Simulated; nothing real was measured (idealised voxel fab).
Name of the process module below: voxel fin reveal
210 nm wide, 5 nm square cells: that's cross-section cut.
Heads up, the way a cross-section reads in here is a grid of square cells, handed over as bands from the top down, with every band being one or more rows of cells. In this notation a band is specified by the heights of its top and bottom, in that order and in nm, after which its materials appear from left to right, each paired with its width in nm. The word "everywhere" attached to a single material means that material fills the band from edge to edge; the word "blank" stands for empty space. Beneath 0, the wafer as received is one material, and that level is where height counting begins. The lowest band goes on downward without a bottom; it is written like "0 down". The notation "30->40" denotes a width that varies across the rows of cells in the band, beginning at the first number in the top row, finishing at the second number in the bottom row, and changing by an identical amount from each row to the next. Where a step carries "remains unaltered", the cross-section came out of it unchanged, cell for cell. Listed in "Tabulated closed voids": every empty space of 8 or more cells without an open way to the top. Form: width x height at distance, the distance being from the left edge, all in nm. Note: text after step settings on the step line = simulator remark on that step. overlay nm: mask right of planned place by this much (step with mask). Neg. = left.

Process steps (planned):
1,RECEIVE [material Si]
2,CONFORMAL_DEP [material SiN] [thk nm 10]
3,DIRECTIONAL_DEP [material aC] [thk nm 15]
4,PATTERN [tone cover] [mask id FINS] [material resist] [width nm 15] [pitch nm 40] [thk nm 30] [overlay nm 0]
5,DIRECTIONAL_ETCH [etch materials aC] [depth nm 15]
6,STRIP [etch materials resist]
7,DIRECTIONAL_ETCH [etch materials SiN] [depth nm 5]
8,DIRECTIONAL_ETCH [etch materials Si] [depth nm 30]
9,STRIP [etch materials aC]
10,FILL_DEP [material SiO2] [thk nm 15]
11,CMP [height nm 10]
12,SELECTIVE_ETCH [etch materials SiO2] [depth nm 30]
13,STRIP [etch materials SiN]
14,CONFORMAL_DEP [material HfO2] [thk nm 5]
Same starting wafers, different depth nm at step 7. Plan value belongs to the first wafer.

First of several wafers (as received, post step 1), cross-sectional view:
0 down | Si everywhere
Tabulated closed voids: none

After the module's final step, step 14: the first of several wafers in cross-section:
5 to 0 | HfO2 everywhere
0 down | Si everywhere
Tabulated closed voids: none

End of module: cross-section, last of several wafers:
5 to 0 | 70 nm blank | 25 nm HfO2 | 15 nm blank | 25 nm HfO2 | 75 nm blank
0 to -15 | 70 nm blank | 5 nm HfO2 | 15 nm Si | 5 nm HfO2 | 15 nm blank | 5 nm HfO2 | 15 nm Si | 5 nm HfO2 | 75 nm blank
-15 to -20 | 75 nm HfO2 | 15 nm Si | 25 nm HfO2 | 15 nm Si | 80 nm HfO2
-20 to -30 | 75 nm SiO2 | 15 nm Si | 25 nm SiO2 | 15 nm Si | 80 nm SiO2
-30 down | Si everywhere
Tabulated closed voids: none

Note: the following table is arranged by wafer, a row apiece. Each row reports the end-of-module state: per material, cells gained (+) or cells lost (-) compared with the wafer as received; closed voids follow:
depth nm 5 | +42 HfO2 | Tabulated closed voids: none
depth nm 10 | +58 HfO2 | -216 Si | +72 SiO2 | Tabulated closed voids: none
depth nm 15 | +58 HfO2 | -216 Si | +72 SiO2 | Tabulated closed voids: none
depth nm 20 | +58 HfO2 | -216 Si | +72 SiO2 | Tabulated closed voids: none
depth nm 25 | +58 HfO2 | -216 Si | +72 SiO2 | Tabulated closed voids: none
